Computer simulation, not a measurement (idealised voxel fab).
process module | voxel gate over fins
cross-section cut | 245 nm wide | cells 5 nm
A cross-section is a grid of square cells, given in bands from the top down. A band is one or more rows of cells.
Each band's line starts with the height of the band's top and of its bottom, in nm. Then come its materials from left to right, each with its width in nm. One material with "throughout" fills the band from edge to edge. "air" is empty space.
Height 0 is the level under which the wafer as received is all one material. The lowest band goes on downwards, as in "0 down".
A width such as "30 to 40" changes by the same amount from each row of cells to the next, from the band's top row to its bottom row.
"no change" after a step means that no cell of the cross-section changed.
closed voids: empty space of 8 cells or more with no open way to the top, each as width x height at its distance from the left edge, in nm
after a step's settings: what the simulator itself notes on the step
overlay nm, on a step with a mask: how far to the right of its planned place the mask lay; to the left if negative
plan
1 op RECEIVE | material Si
2 op CONFORMAL_DEP | material SiN | thk nm 10
3 op DIRECTIONAL_DEP | material aC | thk nm 10
4 op PATTERN | tone cover | mask id FINS | material resist | width nm 15 | pitch nm 55 | thk nm 30 | overlay nm 0
5 op DIRECTIONAL_ETCH | etch materials aC | depth nm 10
6 op STRIP | etch materials resist
7 op DIRECTIONAL_ETCH | etch materials SiN | depth nm 10
8 op DIRECTIONAL_ETCH | etch materials Si | depth nm 40
9 op STRIP | etch materials aC
10 op OXIDIZE | depth nm 5
11 op FILL_DEP | material SiO2 | thk nm 10
12 op CMP | height nm 10
13 op PATTERN | tone open | mask id RAIL | material resist | width nm 15 | thk nm 15 | overlay nm 0
14 op DIRECTIONAL_ETCH | etch materials SiO2 | depth nm 45
15 op STRIP | etch materials resist
16 op CONFORMAL_DEP | material TiN | thk nm 5
17 op FILL_DEP | material Ru | thk nm 10
18 op CMP | height nm 10
19 op SELECTIVE_ETCH | etch materials W Ru TiN | depth nm 30
20 op FILL_DEP | material SiO2 | thk nm 5
21 op CMP | height nm 10
22 op SELECTIVE_ETCH | etch materials SiO2 | depth nm 20
23 op STRIP | etch materials SiN
24 op CONFORMAL_DEP | material HfO2 | thk nm 5
25 op CONFORMAL_DEP | material TiN | thk nm 5
26 op FILL_DEP | material W | thk nm 15
27 op CMP | height nm 20
28 op CONFORMAL_DEP | material SiN | thk nm 5
as received, after step 1
  0 down: Si throughout
  closed voids: none
first wafer at the end, as planned
  25 to 20: SiN throughout
  20 to 10: W throughout
  10 to 5: W 80 | TiN 25 | W 30 | TiN 25 | W 85
  5 to 0: W 80 | TiN 5 | HfO2 15 | TiN 5 | W 30 | TiN 5 | HfO2 15 | TiN 5 | W 85
  0 to -5: TiN 85 | HfO2 5 | Si 5 | HfO2 5 | TiN 40 | HfO2 5 | Si 5 | HfO2 5 | TiN 90
  -5 to -10: HfO2 90 | Si 5 | HfO2 50 | Si 5 | HfO2 95
  -10 to -20: SiO2 90 | Si 5 | SiO2 50 | Si 5 | SiO2 95
  -20 to -30: SiO2 90 | Si 5 | SiO2 15 | TiN 5 | Ru 5 | TiN 5 | SiO2 20 | Si 5 | SiO2 95
  -30 to -35: SiO2 90 | Si 5 | SiO2 15 | TiN 15 | SiO2 20 | Si 5 | SiO2 95
  -35 to -45: SiO2 90 | Si 5 | SiO2 50 | Si 5 | SiO2 95
  -45 down: Si throughout
  closed voids: none
second wafer at the end: like start, like plan, one mistake
  25 to 20: SiN throughout
  20 to 10: W throughout
  10 to 5: W 80 | TiN 25 | W 30 | TiN 25 | W 85
  5 to 0: W 80 | TiN 5 | HfO2 15 | TiN 5 | W 30 | TiN 5 | HfO2 15 | TiN 5 | W 85
  0 to -5: TiN 85 | HfO2 5 | Si 5 | HfO2 5 | TiN 40 | HfO2 5 | Si 5 | HfO2 5 | TiN 90
  -5 to -10: HfO2 90 | Si 5 | HfO2 50 | Si 5 | HfO2 95
  -10 to -20: SiO2 90 | Si 5 | SiO2 50 | Si 5 | SiO2 95
  -20 to -30: SiO2 90 | Si 5 | SiO2 15 | TiN 5 | SiO2 5 | TiN 5 | SiO2 20 | Si 5 | SiO2 95
  -30 to -35: SiO2 90 | Si 5 | SiO2 15 | TiN 15 | SiO2 20 | Si 5 | SiO2 95
  -35 to -45: SiO2 90 | Si 5 | SiO2 50 | Si 5 | SiO2 95
  -45 down: Si throughout
  closed voids: none
what went wrong: step 17 ran as: op FILL_DEP | material SiO2 | thk nm 10
at the end the second wafer has, in cells: 2 fewer of Ru | 2 more of SiO2
